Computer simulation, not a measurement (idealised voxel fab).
The following process module bears the name voxel capacitor over wiring.
It is cross-section cut that appears here, measuring 280 nm in width, its square cells being 5 nm in size.
If you're reading a cross-section in this doc, picture square cells in a grid; it comes to you as bands, top ones listed first down to the bottom, and a band can be one or more rows of cells. For a band, the entry starts with two heights in nm, that of the top and then that of the bottom, and carries on with the band's materials in order from left to right, each alongside its width in nm; the word "throughout" beside a single material means it fills the band edge to edge, and "air" means empty space. We count height from 0. Below that, the starting wafer is all one material. The lowest band never ends at the bottom but goes on down; see "from 0 down" for how that is written. You'd read "30->40" like this: the band's top row of cells is as wide as the first number, its bottom row is as wide as the second, and going down, every row changes width by the same amount as the row before did. "changes: none" after a step means that no cell of the cross-section changed. "Enclosed voids" - sealed voids, min. 8 cells, no opening to top; format: width x height at distance (distance from left edge; nm throughout). after a step's settings: what the simulator itself notes on the step. The "overlay nm" setting may appear on a step's line; for a step that uses a mask, it gives how far to the right of its planned position the mask lay, and a negative value indicates the left.
PROCESS STEPS FORESEEN IN THE PLAN
step 1: RECEIVE | material Si
step 2: CONFORMAL_DEP | material SiO2 | thk nm 15
step 3: DIRECTIONAL_DEP | material TiN | thk nm 5
step 4: DIRECTIONAL_DEP | material W | thk nm 15
step 5: PATTERN | tone cover | mask id METAL_1 | material resist | width nm 30 | pitch nm 100 | thk nm 20 | overlay nm 0
step 6: DIRECTIONAL_ETCH | etch materials W | depth nm 15
step 7: DIRECTIONAL_ETCH | etch materials TiN | depth nm 5
step 8: STRIP | etch materials resist
step 9: FILL_DEP | material lowk | thk nm 5
step 10: CMP | height nm 35
step 11: CONFORMAL_DEP | material SiCN | thk nm 5
step 12: DIRECTIONAL_DEP | material lowk | thk nm 20
step 13: DIRECTIONAL_DEP | material aC | thk nm 10
step 14: PATTERN | tone open | mask id PLUG_1 | material resist | width nm 15 | thk nm 30 | overlay nm 0
step 15: DIRECTIONAL_ETCH | etch materials aC | depth nm 10
step 16: STRIP | etch materials resist
step 17: DIRECTIONAL_ETCH | etch materials lowk | depth nm 20
step 18: DIRECTIONAL_ETCH | etch materials SiCN | depth nm 5
step 19: STRIP | etch materials aC
step 20: EPI | material Ru | thk nm 10
step 21: EPI | material Ru | thk nm 10
step 22: EPI | material Ru | thk nm 5
step 23: DIRECTIONAL_DEP | material TiN | thk nm 5
step 24: DIRECTIONAL_DEP | material HfO2 | thk nm 5
step 25: DIRECTIONAL_DEP | material TiN | thk nm 10
step 26: MASKED_ETCH | tone cover | mask id UPPER_PLATE | width nm 75 | etch materials TiN | depth nm 10 | overlay nm 0
step 27: MASKED_ETCH | tone cover | mask id UPPER_PLATE | width nm 75 | etch materials HfO2 | depth nm 5 | overlay nm 0
step 28: DIRECTIONAL_DEP | material aC | thk nm 10
step 29: PATTERN | tone cover | mask id LOWER_PLATE | material resist | width nm 85 | thk nm 30 | overlay nm 0
step 30: DIRECTIONAL_ETCH | etch materials aC | depth nm 10
step 31: STRIP | etch materials resist
step 32: DIRECTIONAL_ETCH | etch materials TiN | depth nm 5
step 33: STRIP | etch materials aC
step 34: FILL_DEP | material SiO2 | thk nm 20
step 35: CMP | height nm 95
step 36: DIRECTIONAL_DEP | material aC | thk nm 15
step 37: PATTERN | tone open | mask id PLUG_2 | material resist | width nm 15 | thk nm 30 | overlay nm 0
step 38: DIRECTIONAL_ETCH | etch materials aC | depth nm 15
step 39: STRIP | etch materials resist
step 40: DIRECTIONAL_ETCH | etch materials SiO2 | depth nm 15
step 41: STRIP | etch materials aC
step 42: CONFORMAL_DEP | material TiN | thk nm 5
step 43: FILL_DEP | material Ru | thk nm 5
step 44: CMP | height nm 95
step 45: CONFORMAL_DEP | material SiCN | thk nm 5
AS RECEIVED (POST STEP 1): CROSS-SECTION
- from 0 down = Si throughout
- Enclosed voids: none
SAME STARTING WAFER, SAME PLAN AS ABOVE, ONE MISTAKE IN THE EXECUTION; THIS IS THE CROSS-SECTION AT THE END OF THE MODULE
- from 100 to 95 = SiCN throughout
- from 95 to 85 = SiO2=100  TiN=5  Ru=5  TiN=5  SiO2=165
- from 85 to 80 = SiO2=100  TiN=15  SiO2=165
- from 80 to 70 = SiO2=105  TiN=60  SiO2=115
- from 70 to 65 = SiO2=105  HfO2=60  SiO2=115
- from 65 to 60 = SiO2=85  TiN=85  SiO2=110
- from 60 to 55 = lowk=90  TiN=15  lowk=175
- from 55 to 50 = lowk=90  HfO2=15  lowk=175
- from 50 to 45 = lowk=90  TiN=15  lowk=175
- from 45 to 40 = lowk throughout
- from 40 to 35 = SiCN throughout
- from 35 to 20 = lowk=75  W=30  lowk=70  W=30  lowk=75
- from 20 to 15 = lowk=75  TiN=30  lowk=70  TiN=30  lowk=75
- from 15 to 0 = SiO2 throughout
- from 0 down = Si throughout
- Enclosed voids: none
Plan not followed: step 17 did not use the planned setting and instead ran as DIRECTIONAL_ETCH | etch materials lowk | depth nm 15
